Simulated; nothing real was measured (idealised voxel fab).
Process module name: voxel tone inversion
The figure presents cross-section cut, which has a width of 200 nm and is divided into square cells with an edge length of 5 nm.
Cross-section spec: square-cell grid; bands listed top down; each band is one or more rows. Within each band entry, the heights of the top and of the bottom of the band appear first, in that order and in nm; the materials of the band then follow from left to right, each with its corresponding width in nm. The designation "all across" on a single material indicates that it fills the band from edge to edge; the designation "blank" indicates empty space. Heads up on the height convention: 0 is the point under which the incoming wafer is all one material, and the lowest band has no bottom, it just keeps going down, like "from 0 down". The two numbers in a width such as "30..40" mark its ends across the band: the first belongs to the top row of cells, the second to the bottom row, and from each row to the next the width moves by the same amount. "same as before", as given for a step, is the statement that not any cell of the cross-section underwent a change during that step. Under "Sealed-off cavities" you'll find the enclosed gaps, the ones with no way out to the top, that are 8 cells or bigger; each reads width x height at distance, with distance counted from the left edge, everything in nm. If you see something after the settings on a step's line, that's the simulator's own remark about that step. Regarding "overlay nm": on a step with a mask, it is the distance the mask lay to the right of its planned place; a negative value places it to the left.
Planned process steps
1,RECEIVE,material Si
2,CONFORMAL_DEP,material SiN,thk nm 5
3,DIRECTIONAL_DEP,material aC,thk nm 25
4,PATTERN,tone cover,mask id POSTS,material resist,width nm 25,pitch nm 50,thk nm 35,overlay nm 0
5,DIRECTIONAL_ETCH,etch materials aC,depth nm 25
6,STRIP,etch materials resist
7,FILL_DEP,material SiO2,thk nm 10
8,CMP,height nm 30
9,STRIP,etch materials aC
10,CONFORMAL_DEP,material TiN,thk nm 5
11,FILL_DEP,material Cu,thk nm 5
12,CMP,height nm 30
13,CONFORMAL_DEP,material SiN,thk nm 5
Cross-section of the wafer upon arrival, representing the state reached after step 1
> from 0 down | Si all across
> Sealed-off cavities: none
Sectioned view, first of two wafers, at the close of the module, processed as intended in the plan
> from 35 to 30 | SiN all across
> from 30 to 10 | SiO2 60, TiN 5, Cu 15, TiN 5, SiO2 25, TiN 5, Cu 15, TiN 5, SiO2 65
> from 10 to 5 | SiO2 60, TiN 25, SiO2 25, TiN 25, SiO2 65
> from 5 to 0 | SiN all across
> from 0 down | Si all across
> Sealed-off cavities: none
Wafer two (of two), end-of-module cross-section: start = wafer one, plan = wafer one, one run mistake
> from 35 to 30 | SiN all across
> from 30 to 25 | SiO2 all across
> from 25 to 0 | SiO2 60, aC 25, SiO2 25, aC 25, SiO2 65
> from 0 down | Si all across
> Sealed-off cavities: none
What broke from the plan during processing? no execution of plan step 2; skipped
Final cells, second wafer relative to first, materials higher or lower: Cu: 24 fewer, SiN: 40 fewer, SiO2: 40 more, TiN: 26 fewer, aC: 50 more
